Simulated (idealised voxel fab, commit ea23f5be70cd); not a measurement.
Process module name: voxel self aligned vias
Cross-section cut spans 285 nm and uses square cells 5 nm in size.
Bands, listed from the top down, are how a cross-section gets written in this document; the cross-section itself is a grid of square cells, and a band is one or more rows of them.
Quick guide to a band line: top height, bottom height (nm) up front; then every material left to right with its width in nm. Only one material and it's marked "everywhere"? Then it fills the band edge to edge. And "air" just means empty space.
Zero point of the height axis is 0; under it, received wafer = one material. Lowest band: continues down indefinitely, "0..down".
When a width is written as two numbers, as in "30->40", the first number is the width in the top row of cells of the band and the second is the width in its bottom row, and the width changes by the same amount from each row to the next.
"no alterations made" for a step: no cell of the cross-section changed in that step.
Enclosed voids (no open way to top), threshold 8 cells or more, entry "Closed void inventory", notation width x height at distance, distance from left edge, nm.
Note: text after step settings on the step line = simulator remark on that step.
overlay nm: on a step with a mask, how far right of its planned place the mask lay; negative means left.
-- Planned step list for the process
| 1 | RECEIVE, material Si |
| 2 | CONFORMAL_DEP, material SiO2, thk nm 10 |
| 3 | CONFORMAL_DEP, material SiCN, thk nm 5 |
| 4 | DIRECTIONAL_DEP, material lowk, thk nm 25 |
| 5 | MASKED_ETCH, tone open, mask id LINES, width nm 20, pitch nm 45, etch materials lowk, depth nm 25, overlay nm 0 |
| 6 | CONFORMAL_DEP, material TiN, thk nm 5 |
| 7 | FILL_DEP, material W, thk nm 10 |
| 8 | CMP, height nm 40 |
| 9 | SELECTIVE_ETCH, etch materials W Ru TiN, depth nm 5 |
| 10 | FILL_DEP, material SiN, thk nm 5 |
| 11 | CMP, height nm 40 |
| 12 | DIRECTIONAL_DEP, material lowk, thk nm 20 |
| 13 | DIRECTIONAL_DEP, material aC, thk nm 10 |
| 14 | PATTERN, tone open, mask id VIAS, material resist, width nm 30, pitch nm 90, thk nm 30, overlay nm 0 |
| 15 | DIRECTIONAL_ETCH, etch materials aC, depth nm 10 |
| 16 | STRIP, etch materials resist |
| 17 | DIRECTIONAL_ETCH, etch materials lowk, depth nm 20 |
| 18 | DIRECTIONAL_ETCH, etch materials SiN, depth nm 5 |
| 19 | STRIP, etch materials aC |
| 20 | CONFORMAL_DEP, material TiN, thk nm 5 |
| 21 | FILL_DEP, material Ru, thk nm 5 |
| 22 | CMP, height nm 60 |
| 23 | CONFORMAL_DEP, material SiCN, thk nm 5 |
-- Wafer as received: cross-section following step 1
	0..down  Si everywhere
	Closed void inventory: none
-- First wafer of two, sectioned at end of module; run went per plan
	65..60  SiCN everywhere
	60..45  80 of lowk, then 5 of TiN, then 20 of Ru, then 5 of TiN, then 60 of lowk, then 5 of TiN, then 20 of Ru, then 5 of TiN, then 85 of lowk
	45..40  80 of lowk, then 10 of TiN, then 10 of Ru, then 10 of TiN, then 60 of lowk, then 10 of TiN, then 10 of Ru, then 10 of TiN, then 85 of lowk
	40..35  85 of lowk, then 20 of TiN, then 25 of lowk, then 20 of SiN, then 25 of lowk, then 20 of TiN, then 90 of lowk
	35..20  85 of lowk, then 5 of TiN, then 10 of W, then 5 of TiN, then 25 of lowk, then 5 of TiN, then 10 of W, then 5 of TiN, then 25 of lowk, then 5 of TiN, then 10 of W, then 5 of TiN, then 90 of lowk
	20..15  85 of lowk, then 20 of TiN, then 25 of lowk, then 20 of TiN, then 25 of lowk, then 20 of TiN, then 90 of lowk
	15..10  SiCN everywhere
	10..0  SiO2 everywhere
	0..down  Si everywhere
	Closed void inventory: none
-- Wafer two, sectioned after the module: the first wafer's start, the first wafer's plan, and one mistake in how it was run
	65..60  SiCN everywhere
	60..45  90 of lowk, then 5 of TiN, then 20 of Ru, then 5 of TiN, then 60 of lowk, then 5 of TiN, then 20 of Ru, then 5 of TiN, then 75 of lowk
	45..40  90 of lowk, then 5 of TiN, then 5 of Ru, then 20 of TiN, then 60 of lowk, then 5 of TiN, then 5 of Ru, then 20 of TiN, then 75 of lowk
	40..35  85 of lowk, then 5 of SiN, then 15 of TiN, then 25 of lowk, then 20 of SiN, then 25 of lowk, then 5 of SiN, then 15 of TiN, then 90 of lowk
	35..20  85 of lowk, then 5 of TiN, then 10 of W, then 5 of TiN, then 25 of lowk, then 5 of TiN, then 10 of W, then 5 of TiN, then 25 of lowk, then 5 of TiN, then 10 of W, then 5 of TiN, then 90 of lowk
	20..15  85 of lowk, then 20 of TiN, then 25 of lowk, then 20 of TiN, then 25 of lowk, then 20 of TiN, then 90 of lowk
	15..10  SiCN everywhere
	10..0  SiO2 everywhere
	0..down  Si everywhere
	Closed void inventory: none
What was done differently from what was planned? note that step 14 departed from the planned setting and was carried out as PATTERN, tone open, mask id VIAS, material resist, width nm 30, pitch nm 90, thk nm 30, overlay nm 10
It is noted that, at the conclusion of processing, the second wafer exhibits a higher or lower cell count for certain materials relative to the first: -2 Ru; +2 SiN
